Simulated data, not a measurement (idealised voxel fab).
process module | voxel self aligned contacts
cross-section cut | 230 nm wide | cells 5 nm
A cross-section is a grid of square cells, given in bands from the top down. A band is one or more rows of cells.
Each band's line starts with the height of the band's top and of its bottom, in nm. Then come its materials from left to right, each with its width in nm. One material with "throughout" fills the band from edge to edge. "air" is empty space.
Height 0 is the level under which the wafer as received is all one material. The lowest band goes on downwards, as in "0 down".
A width such as "30 to 40" changes by the same amount from each row of cells to the next, from the band's top row to its bottom row.
"no change" after a step means that no cell of the cross-section changed.
closed voids: empty space of 8 cells or more with no open way to the top, each as width x height at its distance from the left edge, in nm
after a step's settings: what the simulator itself notes on the step
overlay nm, on a step with a mask: how far to the right of its planned place the mask lay; to the left if negative
plan
1 op RECEIVE | material Si
2 op OXIDIZE | depth nm 5
3 op DIRECTIONAL_DEP | material polySi | thk nm 25
4 op DIRECTIONAL_DEP | material SiN | thk nm 20
5 op PATTERN | tone cover | mask id GATE | material resist | width nm 35 | pitch nm 70 | thk nm 15 | overlay nm 0
6 op DIRECTIONAL_ETCH | etch materials SiN | depth nm 20
7 op DIRECTIONAL_ETCH | etch materials polySi | depth nm 25
8 op STRIP | etch materials resist
9 op CONFORMAL_DEP | material SiN | thk nm 5
10 op DIRECTIONAL_ETCH | etch materials SiN | depth nm 5
11 op FILL_DEP | material SiO2 | thk nm 15
12 op CMP | height nm 50
13 op MASKED_ETCH | tone open | mask id CONTACT | width nm 55 | etch materials SiO2 | depth nm 55 | overlay nm 0
14 op CONFORMAL_DEP | material TiN | thk nm 5
15 op FILL_DEP | material Ru | thk nm 10
16 op CMP | height nm 50
17 op CONFORMAL_DEP | material SiCN | thk nm 5
as received, after step 1
  0 down: Si throughout
  closed voids: none
first wafer at the end, as planned
  55 to 50: SiCN throughout
  50 to 45: SiO2 85 | TiN 20 | Ru 15 | TiN 20 | SiO2 90
  45 to 25: SiO2 55 | SiN 45 | TiN 5 | Ru 15 | TiN 5 | SiN 45 | SiO2 60
  25 to 0: SiO2 55 | SiN 5 | polySi 35 | SiN 5 | TiN 5 | Ru 15 | TiN 5 | SiN 5 | polySi 35 | SiN 5 | SiO2 60
  0 to -5: SiO2 100 | TiN 25 | SiO2 105
  -5 down: Si throughout
  closed voids: none
second wafer at the end: like start, like plan, one mistake
  55 to 50: SiCN throughout
  50 to 45: SiO2 85 | TiN 15 | Ru 15 | TiN 25 | SiO2 90
  45 to 25: SiO2 50 | SiN 45 | TiN 5 | Ru 15 | TiN 5 | SiN 45 | SiO2 65
  25 to 0: SiO2 50 | SiN 5 | polySi 35 | SiN 5 | TiN 5 | Ru 15 | TiN 5 | SiN 5 | polySi 35 | SiN 5 | SiO2 65
  0 to -5: SiO2 95 | TiN 25 | SiO2 110
  -5 down: Si throughout
  closed voids: none
what went wrong: step 5 ran as: op PATTERN | tone cover | mask id GATE | material resist | width nm 35 | pitch nm 70 | thk nm 15 | overlay nm -5
at the end the second wafer has, in cells: as many of each material as the first, in other places
